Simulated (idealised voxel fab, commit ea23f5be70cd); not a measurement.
process module | voxel double patterning
cross-section cut | 300 nm wide | cells 5 nm
A cross-section is a grid of square cells, given in bands from the top down. A band is one or more rows of cells.
Each band's line starts with the height of the band's top and of its bottom, in nm. Then come its materials from left to right, each with its width in nm. One material with "throughout" fills the band from edge to edge. "air" is empty space.
Height 0 is the level under which the wafer as received is all one material. The lowest band goes on downwards, as in "0 down".
A width such as "30 to 40" changes by the same amount from each row of cells to the next, from the band's top row to its bottom row.
"no change" after a step means that no cell of the cross-section changed.
closed voids: empty space of 8 cells or more with no open way to the top, each as width x height at its distance from the left edge, in nm
after a step's settings: what the simulator itself notes on the step
overlay nm, on a step with a mask: how far to the right of its planned place the mask lay; to the left if negative
plan
1 op RECEIVE | material Si
2 op CONFORMAL_DEP | material SiO2 | thk nm 5
3 op DIRECTIONAL_DEP | material W | thk nm 15
4 op DIRECTIONAL_DEP | material SiCN | thk nm 10
5 op DIRECTIONAL_DEP | material aC | thk nm 15
6 op PATTERN | tone open | mask id FIRST | material resist | width nm 15 | pitch nm 50 | thk nm 30 | overlay nm 0
7 op DIRECTIONAL_ETCH | etch materials aC | depth nm 15
8 op STRIP | etch materials resist
9 op DIRECTIONAL_ETCH | etch materials SiCN | depth nm 10
10 op STRIP | etch materials aC
11 op PATTERN | tone open | mask id SECOND | material resist | width nm 15 | pitch nm 50 | thk nm 15 | overlay nm 0
12 op DIRECTIONAL_ETCH | etch materials SiCN | depth nm 10
13 op STRIP | etch materials resist
14 op DIRECTIONAL_ETCH | etch materials W | depth nm 15
15 op STRIP | etch materials SiCN
first wafer, as planned
as received, after step 1
  0 down: Si throughout
  closed voids: none
after step 2
  5 to 0: SiO2 throughout
  below 0: unchanged
after step 3
  20 to 5: W throughout
  below 5: unchanged
after step 4
  30 to 20: SiCN throughout
  below 20: unchanged
after step 5
  45 to 30: aC throughout
  below 30: unchanged
after step 6
  75 to 45: resist 90 | air 15 | resist 35 | air 15 | resist 35 | air 15 | resist 95
  below 45: unchanged
after step 7
  60 to 45: resist 90 | air 15 | resist 35 | air 15 | resist 35 | air 15 | resist 95
  45 to 30: aC 90 | air 15 | aC 35 | air 15 | aC 35 | air 15 | aC 95
  below 30: unchanged
after step 8
  45 to 30: aC 90 | air 15 | aC 35 | air 15 | aC 35 | air 15 | aC 95
  below 30: unchanged
after step 9
  45 to 30: aC 90 | air 15 | aC 35 | air 15 | aC 35 | air 15 | aC 95
  30 to 20: SiCN 90 | air 15 | SiCN 35 | air 15 | SiCN 35 | air 15 | SiCN 95
  below 20: unchanged
after step 10
  30 to 20: SiCN 90 | air 15 | SiCN 35 | air 15 | SiCN 35 | air 15 | SiCN 95
  below 20: unchanged
after step 11
  45 to 30: resist 115 | air 15 | resist 35 | air 15 | resist 120
  30 to 20: SiCN 90 | resist 15 | SiCN 35 | resist 15 | SiCN 35 | resist 15 | SiCN 95
  below 20: unchanged
after step 12
  45 to 30: resist 115 | air 15 | resist 35 | air 15 | resist 120
  30 to 20: SiCN 90 | resist 15 | SiCN 10 | air 15 | SiCN 10 | resist 15 | SiCN 10 | air 15 | SiCN 10 | resist 15 | SiCN 95
  below 20: unchanged
after step 13
  30 to 20: SiCN 90 | air 15 | SiCN 10 | air 15 | SiCN 10 | air 15 | SiCN 10 | air 15 | SiCN 10 | air 15 | SiCN 95
  below 20: unchanged
after step 14
  30 to 20: SiCN 90 | air 15 | SiCN 10 | air 15 | SiCN 10 | air 15 | SiCN 10 | air 15 | SiCN 10 | air 15 | SiCN 95
  20 to 5: W 90 | air 15 | W 10 | air 15 | W 10 | air 15 | W 10 | air 15 | W 10 | air 15 | W 95
  below 5: unchanged
after step 15
  20 to 5: W 90 | air 15 | W 10 | air 15 | W 10 | air 15 | W 10 | air 15 | W 10 | air 15 | W 95
  below 5: unchanged
second wafer: like start, like plan, one mistake. Through step 5 it matches the first wafer
when step 6 should have ended
  75 to 45: resist 85 | air 15 | resist 35 | air 15 | resist 35 | air 15 | resist 100
  below 45: unchanged
when step 7 should have ended
  60 to 45: resist 85 | air 15 | resist 35 | air 15 | resist 35 | air 15 | resist 100
  45 to 30: aC 85 | air 15 | aC 35 | air 15 | aC 35 | air 15 | aC 100
  below 30: unchanged
when step 8 should have ended
  45 to 30: aC 85 | air 15 | aC 35 | air 15 | aC 35 | air 15 | aC 100
  below 30: unchanged
when step 9 should have ended
  45 to 30: aC 85 | air 15 | aC 35 | air 15 | aC 35 | air 15 | aC 100
  30 to 20: SiCN 85 | air 15 | SiCN 35 | air 15 | SiCN 35 | air 15 | SiCN 100
  below 20: unchanged
when step 10 should have ended
  30 to 20: SiCN 85 | air 15 | SiCN 35 | air 15 | SiCN 35 | air 15 | SiCN 100
  below 20: unchanged
when step 11 should have ended
  45 to 30: resist 115 | air 15 | resist 35 | air 15 | resist 120
  30 to 20: SiCN 85 | resist 15 | SiCN 35 | resist 15 | SiCN 35 | resist 15 | SiCN 100
  below 20: unchanged
when step 12 should have ended
  45 to 30: resist 115 | air 15 | resist 35 | air 15 | resist 120
  30 to 20: SiCN 85 | resist 15 | SiCN 15 | air 15 | SiCN 5 | resist 15 | SiCN 15 | air 15 | SiCN 5 | resist 15 | SiCN 100
  below 20: unchanged
when step 13 should have ended
  30 to 20: SiCN 85 | air 15 | SiCN 15 | air 15 | SiCN 5 | air 15 | SiCN 15 | air 15 | SiCN 5 | air 15 | SiCN 100
  below 20: unchanged
when step 14 should have ended
  30 to 20: SiCN 85 | air 15 | SiCN 15 | air 15 | SiCN 5 | air 15 | SiCN 15 | air 15 | SiCN 5 | air 15 | SiCN 100
  20 to 5: W 85 | air 15 | W 15 | air 15 | W 5 | air 15 | W 15 | air 15 | W 5 | air 15 | W 100
  below 5: unchanged
when step 15 should have ended
  20 to 5: W 85 | air 15 | W 15 | air 15 | W 5 | air 15 | W 15 | air 15 | W 5 | air 15 | W 100
  below 5: unchanged
what went wrong: step 6 ran as: op PATTERN | tone open | mask id FIRST | material resist | width nm 15 | pitch nm 50 | thk nm 30 | overlay nm -5
at the end the second wafer has, in cells: as many of each material as the first, in other places
